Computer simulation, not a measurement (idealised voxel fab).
Documented hereafter: the process module known as voxel capacitor over wiring.
Square cell edge 5 nm, section width 145 nm, ID cut.
Cross-section = grid of square cells, listed top down in bands; band = one or more rows.
What a band's entry tells you: where the top is and where the bottom is, as heights in nm, and after that what lies inside, material by material from left to right, each with its width in nm. Empty space is written as the word "blank", and a single material marked with the word "throughout" occupies the band from edge to edge.
A quick word on heights: they are counted from 0, and under that level the wafer as it came to us is one material throughout. The lowest band is different from the rest in having no bottom; it simply continues downward, written as in "0 down".
Graded width ("30..40"): value in top row of band = first number; value in bottom row = second number; row-to-row change constant.
The cross-section has no changed cell in any step marked "changes: none".
In "Enclosed voids" the enclosed voids are listed, meaning empty spaces of 8 cells or larger without any opening to the top. The form is width x height at distance, distance from the left edge, units nm.
Post-settings text on a step line: simulator's own remark regarding the step.
The "overlay nm" setting may appear on a step's line; for a step that uses a mask, it gives how far to the right of its planned position the mask lay, and a negative value indicates the left.
**Process steps foreseen in the plan**
1. RECEIVE with material Si
2. CONFORMAL_DEP with material SiO2, thk nm 15
3. DIRECTIONAL_DEP with material TiN, thk nm 5
4. DIRECTIONAL_DEP with material W, thk nm 15
5. DIRECTIONAL_DEP with material aC, thk nm 10
6. PATTERN with tone cover, mask id METAL_1, material resist, width nm 30, pitch nm 85, thk nm 30, overlay nm 0
7. DIRECTIONAL_ETCH with etch materials aC, depth nm 10
8. STRIP with etch materials resist
9. DIRECTIONAL_ETCH with etch materials W, depth nm 15
10. DIRECTIONAL_ETCH with etch materials TiN, depth nm 5
11. STRIP with etch materials aC
12. FILL_DEP with material lowk, thk nm 5
13. CMP with height nm 35
14. CONFORMAL_DEP with material SiCN, thk nm 5
15. DIRECTIONAL_DEP with material lowk, thk nm 20
16. PATTERN with tone open, mask id PLUG_1, material resist, width nm 15, thk nm 15, overlay nm 0
17. DIRECTIONAL_ETCH with etch materials lowk, depth nm 20
18. DIRECTIONAL_ETCH with etch materials SiCN, depth nm 5
19. STRIP with etch materials resist
20. EPI with material Ru, thk nm 10
21. EPI with material Ru, thk nm 10
22. EPI with material Ru, thk nm 5
23. DIRECTIONAL_DEP with material TiN, thk nm 5
24. DIRECTIONAL_DEP with material HfO2, thk nm 5
25. DIRECTIONAL_DEP with material TiN, thk nm 10
26. MASKED_ETCH with tone cover, mask id UPPER_PLATE, width nm 60, etch materials TiN, depth nm 10, overlay nm 0
27. MASKED_ETCH with tone cover, mask id UPPER_PLATE, width nm 60, etch materials HfO2, depth nm 5, overlay nm 0
28. DIRECTIONAL_DEP with material aC, thk nm 15
29. PATTERN with tone cover, mask id LOWER_PLATE, material resist, width nm 70, thk nm 30, overlay nm 0
30. DIRECTIONAL_ETCH with etch materials aC, depth nm 15
31. STRIP with etch materials resist
32. DIRECTIONAL_ETCH with etch materials TiN, depth nm 5
33. STRIP with etch materials aC
34. FILL_DEP with material SiO2, thk nm 20
35. CMP with height nm 95
36. DIRECTIONAL_DEP with material aC, thk nm 15
37. PATTERN with tone open, mask id PLUG_2, material resist, width nm 15, thk nm 30, overlay nm 0
38. DIRECTIONAL_ETCH with etch materials aC, depth nm 15
39. STRIP with etch materials resist
40. DIRECTIONAL_ETCH with etch materials SiO2, depth nm 15
41. STRIP with etch materials aC
42. CONFORMAL_DEP with material TiN, thk nm 5
43. FILL_DEP with material Ru, thk nm 5
44. CMP with height nm 95
45. CONFORMAL_DEP with material SiCN, thk nm 5
**As-received wafer cross-section (after step 1)**
	0 down | Si throughout
	Enclosed voids: none
**What the wafer looks like in cross-section after this module, when it starts as shown above and follows the plan above but one mistake is made in running it**
	100 to 95 | SiCN throughout
	95 to 85 | SiO2: 40, TiN: 5, Ru: 5, TiN: 5, SiO2: 90
	85 to 80 | SiO2: 40, TiN: 15, SiO2: 90
	80 to 70 | SiO2: 30, TiN: 60, SiO2: 55
	70 to 65 | SiO2: 30, HfO2: 60, SiO2: 55
	65 to 60 | SiO2: 30, TiN: 65, SiO2: 50
	60 to 40 | lowk: 30, Ru: 15, lowk: 100
	40 to 35 | SiCN: 30, Ru: 15, SiCN: 100
	35 to 20 | lowk: 15, W: 30, lowk: 55, W: 30, lowk: 15
	20 to 15 | lowk: 15, TiN: 30, lowk: 55, TiN: 30, lowk: 15
	15 to 0 | SiO2 throughout
	0 down | Si throughout
	Enclosed voids: none
Want to know what went wrong? step 29 did not happen as planned, as run it was PATTERN with tone cover, mask id LOWER_PLATE, material resist, width nm 65, thk nm 30, overlay nm 0
